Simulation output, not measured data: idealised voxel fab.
process module | voxel self aligned contacts
The cross-section shown here is cut; it is 175 nm wide and divided into square cells measuring 5 nm on a side.
If you're reading a cross-section in this doc, picture square cells in a grid; it comes to you as bands, top ones listed first down to the bottom, and a band can be one or more rows of cells. The band entry comprises the height of the band's top followed by the height of its bottom, expressed in nm, and subsequently the band's materials from left to right, each stated together with its width in nm. Where a single material is marked with the word "all across", that material fills the band from edge to edge. The word "blank" represents empty space. Basically, 0 is our baseline, since under it the wafer straight out of the box is all one material. The bottom band has no lower end and keeps on going down, so it looks like "from 0 down". When a width is written as two numbers, as in "30 to 40", the first number is the width in the top row of cells of the band and the second is the width in its bottom row, and the width changes by the same amount from each row to the next. Where a step carries "remained the same", the cross-section came out of it unchanged, cell for cell. The entry "Internal closed voids" lists the empty spaces that cover at least 8 cells and have no open path to the top. Each is written as width x height at distance, where the distance is measured from the left edge and all three values are in nm. It should be noted that, on the line of a given step, the content following the step's settings is a remark produced by the simulator itself with respect to that step. When a step includes a mask, the "overlay nm" setting on its line states how far to the right of its planned place that mask lay, and negative values state how far to the left.
Process steps (planned):
1,op RECEIVE | material Si
2,op CONFORMAL_DEP | material SiO2 | thk nm 5
3,op DIRECTIONAL_DEP | material polySi | thk nm 25
4,op DIRECTIONAL_DEP | material SiN | thk nm 15
5,op DIRECTIONAL_DEP | material aC | thk nm 10
6,op PATTERN | tone cover | mask id GATE | material resist | width nm 30 | pitch nm 55 | thk nm 30 | overlay nm 0
7,op DIRECTIONAL_ETCH | etch materials aC | depth nm 10
8,op STRIP | etch materials resist
9,op DIRECTIONAL_ETCH | etch materials SiN | depth nm 15
10,op DIRECTIONAL_ETCH | etch materials polySi | depth nm 25
11,op STRIP | etch materials aC
12,op CONFORMAL_DEP | material SiN | thk nm 5
13,op DIRECTIONAL_ETCH | etch materials SiN | depth nm 5
14,op FILL_DEP | material SiO2 | thk nm 20
15,op CMP | height nm 55
16,op MASKED_ETCH | tone open | mask id CONTACT | width nm 35 | etch materials SiO2 | depth nm 45 | overlay nm 0
17,op CONFORMAL_DEP | material TiN | thk nm 5
18,op FILL_DEP | material Ru | thk nm 5
19,op CMP | height nm 55
20,op CONFORMAL_DEP | material SiCN | thk nm 5
The plan's step 16 depth nm is the first wafer's value; the wafers differ in this setting and start identical.
Cross-section of the first of several received wafers, showing its state after step 1:
from 0 down: Si all across
Internal closed voids: none
Cross-section after step 20, the final step of the module, for the first of several wafers:
from 60 to 55: SiCN all across
from 55 to 45: SiO2=70, then TiN=5 to 15, then Ru=25 to 5, then TiN=5 to 15, then SiO2=70
from 45 to 30: SiO2=40, then SiN=40, then TiN=5, then Ru=5, then TiN=5, then SiN=40, then SiO2=40
from 30 to 15: SiO2=40, then SiN=5, then polySi=30, then SiN=5, then TiN=5, then Ru=5, then TiN=5, then SiN=5, then polySi=30, then SiN=5, then SiO2=40
from 15 to 10: SiO2=40, then SiN=5, then polySi=30, then SiN=5, then TiN=15, then SiN=5, then polySi=30, then SiN=5, then SiO2=40
from 10 to 5: SiO2=40, then SiN=5, then polySi=30, then SiN=5, then SiO2=15, then SiN=5, then polySi=30, then SiN=5, then SiO2=40
from 5 to 0: SiO2 all across
from 0 down: Si all across
Internal closed voids: none
Last wafer of the set, cross-sectioned at end of module:
from 60 to 55: SiCN all across
from 55 to 45: SiO2=70, then TiN=5 to 15, then Ru=25 to 5, then TiN=5 to 15, then SiO2=70
from 45 to 30: SiO2=40, then SiN=40, then TiN=5, then Ru=5, then TiN=5, then SiN=40, then SiO2=40
from 30 to 5: SiO2=40, then SiN=5, then polySi=30, then SiN=5, then TiN=5, then Ru=5, then TiN=5, then SiN=5, then polySi=30, then SiN=5, then SiO2=40
from 5 to 0: SiO2=80, then TiN=15, then SiO2=80
from 0 down: Si all across
Internal closed voids: none
Gained (+) or lost (-) cells of each material since receipt, then closed voids: one row per wafer, at the end of the module:
depth nm 45 | +12 Ru | +35 SiCN | +68 SiN | +222 SiO2 | +23 TiN | +60 polySi | Internal closed voids: none
depth nm 50 | +13 Ru | +35 SiCN | +68 SiN | +219 SiO2 | +25 TiN | +60 polySi | Internal closed voids: none
depth nm 55 | +14 Ru | +35 SiCN | +68 SiN | +216 SiO2 | +27 TiN | +60 polySi | Internal closed voids: none
depth nm 60 | +14 Ru | +35 SiCN | +68 SiN | +216 SiO2 | +27 TiN | +60 polySi | Internal closed voids: none
depth nm 65 | +14 Ru | +35 SiCN | +68 SiN | +216 SiO2 | +27 TiN | +60 polySi | Internal closed voids: none
depth nm 70 | +14 Ru | +35 SiCN | +68 SiN | +216 SiO2 | +27 TiN | +60 polySi | Internal closed voids: none
